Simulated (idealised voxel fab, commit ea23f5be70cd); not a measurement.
The document below concerns the process module designated voxel tone inversion.
We display cut, a cross-section 260 nm in width whose square cells are each 5 nm.
Cross-section layout: square cells on a grid; listed as bands, top to bottom; a band spans one or more cell rows. First you get the band's top height and its bottom height, in nm, and then the materials it's made of, left to right, with each width in nm. If you see a single material with "throughout", that one covers the band edge to edge. "empty" is empty space. Heights are reckoned from 0. Under this level, the received wafer is all of one material. The bottommost band is open-ended downward, for example "0 and below". Graded width ("30->40"): value in top row of band = first number; value in bottom row = second number; row-to-row change constant. A step reported as "no change" is a step in which no cell of the cross-section changed. "Non-vented voids": sealed empty spaces, 8 cells or more, no open way to top, listed width x height at distance, with distance from the left edge and width, height and distance in nm. Text after the settings on a step's line: the simulator's own remark on that step. The setting "overlay nm" may be written on the line of a step. When the step uses a mask, the value reports how far to the right of the planned place the mask lay, and a negative value reports that it lay to the left.

## Planned step list for the process
- 1: RECEIVE: material Si
- 2: CONFORMAL_DEP: material SiN, thk nm 10
- 3: DIRECTIONAL_DEP: material aC, thk nm 25
- 4: PATTERN: tone cover, mask id POSTS, material resist, width nm 25, pitch nm 50, thk nm 30, overlay nm 0
- 5: DIRECTIONAL_ETCH: etch materials aC, depth nm 25
- 6: STRIP: etch materials resist
- 7: FILL_DEP: material SiO2, thk nm 5
- 8: CMP: height nm 35
- 9: STRIP: etch materials aC

## Incoming wafer, cross-sectional view, post step 1
	0 and below | Si throughout
	Non-vented voids: none

## Cross-section, end of module. Start: as above. Plan: as above. Execution: one mistake
	35 down to 25 | SiN throughout
	25 down to 0 | aC throughout
	0 and below | Si throughout
	Non-vented voids: none
what went wrong: steps 2 and 3 got flipped, so each one ran where the other should have
